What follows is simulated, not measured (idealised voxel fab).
Process module heading - voxel transistor to metal
Cross-section cut spans 175 nm and uses square cells 5 nm in size.
How to read a cross-section here: the picture is a grid of square cells, written as bands going from the top down, and any band can span one or more rows of cells. What a band's entry tells you: where the top is and where the bottom is, as heights in nm, and after that what lies inside, material by material from left to right, each with its width in nm. Empty space is written as the word "blank", and a single material marked with the word "throughout" occupies the band from edge to edge. Basically, 0 is our baseline, since under it the wafer straight out of the box is all one material. The bottom band has no lower end and keeps on going down, so it looks like "0..down". The expression "30..40" gives the width at the extremes of the band, the first number at its top row of cells and the second at its bottom row, with the width changing by equal amounts from each row to the next in between. A step reported as "nothing altered" is a step in which no cell of the cross-section changed. "Closed void register" specifies each empty space that is not open to the top and that occupies no fewer than 8 cells, using the form width x height at distance, the distance measured from the left edge and all three quantities in nm. Post-settings text on a step line: simulator's own remark regarding the step. Steps that use a mask can have "overlay nm" on their line. It says how far the mask sat to the right of where it was meant to be. Negative means to the left.
[Planned step list for the process]
step 1: RECEIVE | material Si
step 2: OXIDIZE | depth nm 5
step 3: CONFORMAL_DEP | material SiN | thk nm 15
step 4: MASKED_ETCH | tone cover | mask id ACTIVE | width nm 135 | etch materials SiN | depth nm 15 | overlay nm 0
step 5: MASKED_ETCH | tone cover | mask id ACTIVE | width nm 135 | etch materials SiO2 | depth nm 5 | overlay nm 0
step 6: MASKED_ETCH | tone cover | mask id ACTIVE | width nm 135 | etch materials Si | depth nm 30 | overlay nm 0
step 7: FILL_DEP | material SiO2 | thk nm 10
step 8: CMP | height nm 15
step 9: SELECTIVE_ETCH | etch materials SiO2 | depth nm 5
step 10: STRIP | etch materials SiN
step 11: SELECTIVE_ETCH | etch materials SiO2 | depth nm 5
step 12: OXIDIZE | depth nm 5
step 13: DIRECTIONAL_DEP | material polySi | thk nm 25
step 14: DIRECTIONAL_DEP | material SiCN | thk nm 15
step 15: PATTERN | tone cover | mask id GATE | material resist | width nm 35 | thk nm 20 | overlay nm 0
step 16: DIRECTIONAL_ETCH | etch materials SiCN | depth nm 25
step 17: DIRECTIONAL_ETCH | etch materials polySi | depth nm 35
step 18: STRIP | etch materials resist
step 19: CONFORMAL_DEP | material SiO2 | thk nm 5
step 20: DIRECTIONAL_ETCH | etch materials SiO2 | depth nm 5
step 21: CONFORMAL_DEP | material SiN | thk nm 5
step 22: DIRECTIONAL_ETCH | etch materials SiN | depth nm 5
step 23: DIRECTIONAL_ETCH | etch materials SiO2 | depth nm 5
step 24: DIRECTIONAL_ETCH | etch materials Si | depth nm 5
step 25: EPI | material SiGe | thk nm 10
step 26: FILL_DEP | material SiO2 | thk nm 10
step 27: CMP | height nm 20
step 28: STRIP | etch materials polySi
step 29: SELECTIVE_ETCH | etch materials SiO2 | depth nm 5
step 30: CONFORMAL_DEP | material HfO2 | thk nm 5
step 31: CONFORMAL_DEP | material TiN | thk nm 5
step 32: FILL_DEP | material W | thk nm 5
step 33: CMP | height nm 15
step 34: DIRECTIONAL_DEP | material SiO2 | thk nm 10
step 35: MASKED_ETCH | tone open | mask id CONTACT | width nm 20 | pitch nm 95 | etch materials SiO2 | depth nm 30 | overlay nm 0
step 36: CONFORMAL_DEP | material TiN | thk nm 5
step 37: FILL_DEP | material Ru | thk nm 10
step 38: CMP | height nm 25
step 39: DIRECTIONAL_DEP | material TiN | thk nm 5
step 40: DIRECTIONAL_DEP | material Ru | thk nm 20
step 41: DIRECTIONAL_DEP | material aC | thk nm 10
step 42: PATTERN | tone cover | mask id METAL_1 | material resist | width nm 20 | pitch nm 95 | thk nm 30 | overlay nm 0
step 43: DIRECTIONAL_ETCH | etch materials aC | depth nm 10
step 44: STRIP | etch materials resist
step 45: DIRECTIONAL_ETCH | etch materials Ru | depth nm 20
step 46: DIRECTIONAL_ETCH | etch materials TiN | depth nm 5
step 47: STRIP | etch materials aC
step 48: FILL_DEP | material SiO2 | thk nm 5
step 49: CMP | height nm 50
step 50: CONFORMAL_DEP | material SiCN | thk nm 5
step 51: DIRECTIONAL_DEP | material lowk | thk nm 30
step 52: MASKED_ETCH | tone open | mask id METAL_2 | width nm 20 | pitch nm 95 | etch materials lowk | depth nm 20 | overlay nm 0
step 53: PATTERN | tone open | mask id METAL_2_HOLES | material resist | width nm 15 | pitch nm 95 | thk nm 15 | overlay nm 0
step 54: DIRECTIONAL_ETCH | etch materials lowk | depth nm 10
step 55: DIRECTIONAL_ETCH | etch materials SiCN | depth nm 5
step 56: STRIP | etch materials resist
step 57: CONFORMAL_DEP | material TiN | thk nm 5
step 58: FILL_DEP | material Cu | thk nm 5
step 59: CMP | height nm 85
step 60: CONFORMAL_DEP | material SiN | thk nm 5
The wafers are alike at the start. At step 30, their thk nm differs. The plan lists the first wafer's value.
[Sectional view: first of several wafers, as received, after step 1]
  0..down: Si throughout
  Closed void register: none
[Quick look at the cross-section of the first of several wafers after step 60, which wraps up the module]
  90..85: SiN throughout
  85..70: lowk: 30, TiN: 5, Cu: 10, TiN: 5, lowk: 75, TiN: 5, Cu: 10, TiN: 5, lowk: 30
  70..65: lowk: 30, TiN: 5, Cu: 5, TiN: 10, lowk: 75, TiN: 5, Cu: 5, TiN: 10, lowk: 30
  65..55: lowk: 30, TiN: 5, Cu: 5, TiN: 5, lowk: 80, TiN: 5, Cu: 5, TiN: 5, lowk: 35
  55..50: SiCN: 30, TiN: 15, SiCN: 80, TiN: 15, SiCN: 35
  50..30: SiO2: 30, Ru: 20, SiO2: 75, Ru: 20, SiO2: 30
  30..25: SiO2: 30, TiN: 20, SiO2: 75, TiN: 20, SiO2: 30
  25..15: SiO2: 30, TiN: 5, Ru: 10, TiN: 5, SiO2: 75, TiN: 5, Ru: 10, TiN: 5, SiO2: 30
  15..5: SiO2: 30, TiN: 5, Ru: 10, TiN: 5, SiO2: 10, SiN: 5, HfO2: 5, TiN: 5, W: 25, TiN: 5, HfO2: 5, SiN: 5, SiO2: 10, TiN: 5, Ru: 10, TiN: 5, SiO2: 30
  5..0: SiO2: 20, SiN: 5, SiO2: 5, TiN: 10, Ru: 5, TiN: 5, SiO2: 10, SiN: 5, HfO2: 5, TiN: 5, W: 25, TiN: 5, HfO2: 5, SiN: 5, SiO2: 10, TiN: 5, Ru: 5, TiN: 10, SiO2: 5, SiN: 5, SiO2: 20
  0..-5: SiO2: 20, SiN: 5, SiGe: 10, TiN: 15, SiGe: 10, SiN: 5, HfO2: 5, TiN: 35, HfO2: 5, SiN: 5, SiGe: 10, TiN: 15, SiGe: 10, SiN: 5, SiO2: 20
  -5..-10: SiO2: 25, SiGe: 35, SiO2: 5, HfO2: 45, SiO2: 5, SiGe: 35, SiO2: 25
  -10..-15: SiO2: 20, Si: 5, SiGe: 35, Si: 55, SiGe: 35, Si: 5, SiO2: 20
  -15..-35: SiO2: 20, Si: 135, SiO2: 20
  -35..down: Si throughout
  Closed void register: none
[last wafer at the end]
  90..85: SiN throughout
  85..70: lowk: 30, TiN: 5, Cu: 10, TiN: 5, lowk: 75, TiN: 5, Cu: 10, TiN: 5, lowk: 30
  70..65: lowk: 30, TiN: 5, Cu: 5, TiN: 10, lowk: 75, TiN: 5, Cu: 5, TiN: 10, lowk: 30
  65..55: lowk: 30, TiN: 5, Cu: 5, TiN: 5, lowk: 80, TiN: 5, Cu: 5, TiN: 5, lowk: 35
  55..50: SiCN: 30, TiN: 15, SiCN: 80, TiN: 15, SiCN: 35
  50..30: SiO2: 30, Ru: 20, SiO2: 75, Ru: 20, SiO2: 30
  30..25: SiO2: 30, TiN: 20, SiO2: 75, TiN: 20, SiO2: 30
  25..15: SiO2: 30, TiN: 5, Ru: 10, TiN: 5, SiO2: 75, TiN: 5, Ru: 10, TiN: 5, SiO2: 30
  15..10: SiO2: 30, TiN: 5, Ru: 10, TiN: 5, SiO2: 10, SiN: 5, HfO2: 20, TiN: 5, HfO2: 20, SiN: 5, SiO2: 10, TiN: 5, Ru: 10, TiN: 5, SiO2: 30
  10..5: SiO2: 30, TiN: 5, Ru: 10, TiN: 5, SiO2: 10, SiN: 5, HfO2: 45, SiN: 5, SiO2: 10, TiN: 5, Ru: 10, TiN: 5, SiO2: 30
  5..0: SiO2: 20, SiN: 5, SiO2: 5, TiN: 10, Ru: 5, TiN: 5, SiO2: 10, SiN: 5, HfO2: 45, SiN: 5, SiO2: 10, TiN: 5, Ru: 5, TiN: 10, SiO2: 5, SiN: 5, SiO2: 20
  0..-5: SiO2: 20, SiN: 5, SiGe: 10, TiN: 15, SiGe: 10, SiN: 5, HfO2: 45, SiN: 5, SiGe: 10, TiN: 15, SiGe: 10, SiN: 5, SiO2: 20
  -5..-10: SiO2: 25, SiGe: 35, SiO2: 5, HfO2: 45, SiO2: 5, SiGe: 35, SiO2: 25
  -10..-15: SiO2: 20, Si: 5, SiGe: 35, Si: 55, SiGe: 35, Si: 5, SiO2: 20
  -15..-35: SiO2: 20, Si: 135, SiO2: 20
  -35..down: Si throughout
  Closed void register: none
[Below: a row per wafer. Contents at end of module: for every material, cells gained since receipt (+) or lost since receipt (-); then closed voids]
thk nm 5; +18 Cu; +17 HfO2; +50 Ru; -124 Si; +29 SiCN; +36 SiGe; +47 SiN; +295 SiO2; +81 TiN; +15 W; +166 lowk; Closed void register: none
thk nm 10; +18 Cu; +30 HfO2; +50 Ru; -124 Si; +29 SiCN; +36 SiGe; +47 SiN; +295 SiO2; +77 TiN; +6 W; +166 lowk; Closed void register: none
thk nm 15; +18 Cu; +39 HfO2; +50 Ru; -124 Si; +29 SiCN; +36 SiGe; +47 SiN; +295 SiO2; +73 TiN; +1 W; +166 lowk; Closed void register: none
thk nm 20; +18 Cu; +44 HfO2; +50 Ru; -124 Si; +29 SiCN; +36 SiGe; +47 SiN; +295 SiO2; +69 TiN; +166 lowk; Closed void register: none
